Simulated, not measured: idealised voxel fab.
The process module presented herein is designated voxel transistor to metal.
Square cell edge 5 nm, section width 160 nm, ID cut.
For the purposes of this document, a cross-section shall be understood as a grid of square cells, specified as bands listed in top-to-bottom order, each band consisting of one or more rows of cells.
For a band, the entry starts with two heights in nm, that of the top and then that of the bottom, and carries on with the band's materials in order from left to right, each alongside its width in nm; the word "full width" beside a single material means it fills the band edge to edge, and "air" means empty space.
For the purposes of this specification, 0 denotes the height below which the wafer in its as-received condition is composed wholly of one material, and the lowermost band, lacking a lower limit, extends downward without end, as expressed in "0 -> down".
Width "30 to 40": first value at the band's top row of cells, second value at its bottom row, equal change from row to row.
No cell of the cross-section changed in a step that is given as "changes: none".
So "Catalogued sealed voids" is basically the list of trapped voids: any empty space of 8 cells or more that can't reach the top through an opening. They're written width x height at distance, the distance being from the left edge, and it's all nm.
Formally, on a step line, whatever follows the settings is a remark that the simulator itself makes on the step.
"overlay nm", when on a step's line for a step with a mask, measures how far to the right of its planned place the mask lay; a negative measure means to the left.

Intended process steps
1. RECEIVE [material Si]
2. OXIDIZE [depth nm 5]
3. CONFORMAL_DEP [material SiN] [thk nm 15]
4. DIRECTIONAL_DEP [material aC] [thk nm 10]
5. PATTERN [tone cover] [mask id ACTIVE] [material resist] [width nm 125] [thk nm 25] [overlay nm 0]
6. DIRECTIONAL_ETCH [etch materials aC] [depth nm 10]
7. STRIP [etch materials resist]
8. DIRECTIONAL_ETCH [etch materials SiN] [depth nm 15]
9. DIRECTIONAL_ETCH [etch materials SiO2] [depth nm 5]
10. DIRECTIONAL_ETCH [etch materials Si] [depth nm 20]
11. STRIP [etch materials aC]
12. FILL_DEP [material SiO2] [thk nm 5]
13. CMP [height nm 15]
14. SELECTIVE_ETCH [etch materials SiO2] [depth nm 15]
15. STRIP [etch materials SiN]
16. SELECTIVE_ETCH [etch materials SiO2] [depth nm 5]
17. OXIDIZE [depth nm 5]
18. DIRECTIONAL_DEP [material polySi] [thk nm 25]
19. DIRECTIONAL_DEP [material SiCN] [thk nm 15]
20. MASKED_ETCH [tone cover] [mask id GATE] [width nm 35] [etch materials SiCN] [depth nm 25] [overlay nm 0]
21. MASKED_ETCH [tone cover] [mask id GATE] [width nm 35] [etch materials polySi] [depth nm 35] [overlay nm 0]
22. CONFORMAL_DEP [material SiN] [thk nm 5]
23. DIRECTIONAL_ETCH [etch materials SiN] [depth nm 5]
24. DIRECTIONAL_ETCH [etch materials SiO2] [depth nm 5]
25. DIRECTIONAL_ETCH [etch materials Si] [depth nm 15]
26. EPI [material pSi] [thk nm 20]
27. FILL_DEP [material SiO2] [thk nm 10]
28. CMP [height nm 20]
29. STRIP [etch materials polySi]
30. SELECTIVE_ETCH [etch materials SiO2] [depth nm 5]
31. CONFORMAL_DEP [material HfO2] [thk nm 5]
32. CONFORMAL_DEP [material TiN] [thk nm 5]
33. FILL_DEP [material W] [thk nm 5]
34. CMP [height nm 15]
35. DIRECTIONAL_DEP [material SiO2] [thk nm 10]
36. DIRECTIONAL_DEP [material aC] [thk nm 10]
37. PATTERN [tone open] [mask id CONTACT] [material resist] [width nm 20] [pitch nm 95] [thk nm 25] [overlay nm 0]
38. DIRECTIONAL_ETCH [etch materials aC] [depth nm 10]
39. STRIP [etch materials resist]
40. DIRECTIONAL_ETCH [etch materials SiO2] [depth nm 30]
41. STRIP [etch materials aC]
42. CONFORMAL_DEP [material TiN] [thk nm 5]
43. FILL_DEP [material Ru] [thk nm 5]
44. CMP [height nm 25]
45. DIRECTIONAL_DEP [material TiN] [thk nm 5]
46. DIRECTIONAL_DEP [material W] [thk nm 20]
47. MASKED_ETCH [tone cover] [mask id METAL_1] [width nm 20] [pitch nm 95] [etch materials W] [depth nm 20] [overlay nm 0]
48. MASKED_ETCH [tone cover] [mask id METAL_1] [width nm 20] [pitch nm 95] [etch materials TiN] [depth nm 5] [overlay nm 0]
49. CONFORMAL_DEP [material SiCN] [thk nm 5]
50. FILL_DEP [material lowk] [thk nm 10]
51. CMP [height nm 50]
52. CONFORMAL_DEP [material SiN] [thk nm 5]

The cross-section here shows the wafer as received, i.e. in its state after step 1
* 0 -> down = Si full width
* Catalogued sealed voids: none

This is how the wafer looks in cross-section once the module is done, given the starting state and plan above and one mistake in carrying the plan out
* 55 -> 50 = SiN full width
* 50 -> 35 = 20 of lowk  5 of SiCN  20 of W  5 of SiCN  65 of lowk  5 of SiCN  20 of W  5 of SiCN  15 of lowk
* 35 -> 30 = 15 of lowk  10 of SiCN  20 of W  5 of SiCN  60 of lowk  10 of SiCN  20 of W  5 of SiCN  15 of lowk
* 30 -> 25 = 20 of SiCN  25 of TiN  70 of SiCN  25 of TiN  20 of SiCN
* 25 -> 15 = 20 of SiO2  5 of TiN  10 of Ru  5 of TiN  75 of SiO2  5 of TiN  10 of Ru  5 of TiN  25 of SiO2
* 15 -> 10 = 20 of SiO2  5 of TiN  5 of Ru  10 of TiN  15 of SiO2  5 of SiN  5 of HfO2  5 of TiN  15 of W  5 of TiN  5 of HfO2  5 of SiN  15 of SiO2  10 of TiN  5 of Ru  5 of TiN  25 of SiO2
* 10 -> 0 = 20 of SiO2  5 of TiN  5 of Ru  5 of TiN  20 of pSi  5 of SiN  5 of HfO2  5 of TiN  15 of W  5 of TiN  5 of HfO2  5 of SiN  20 of pSi  5 of TiN  5 of Ru  5 of TiN  25 of SiO2
* 0 -> -5 = 20 of SiO2  15 of TiN  20 of pSi  5 of SiN  5 of HfO2  25 of TiN  5 of HfO2  5 of SiN  20 of pSi  15 of TiN  25 of SiO2
* -5 -> -10 = 10 of SiO2  45 of pSi  45 of HfO2  45 of pSi  15 of SiO2
* -10 -> -25 = 15 of SiO2  40 of pSi  45 of Si  40 of pSi  20 of SiO2
* -25 -> down = Si full width
* Catalogued sealed voids: none
The mistake made against the process plan was this: step 47 did not happen as planned, as run it was MASKED_ETCH [tone cover] [mask id METAL_1] [width nm 20] [pitch nm 95] [etch materials W] [depth nm 20] [overlay nm 5]
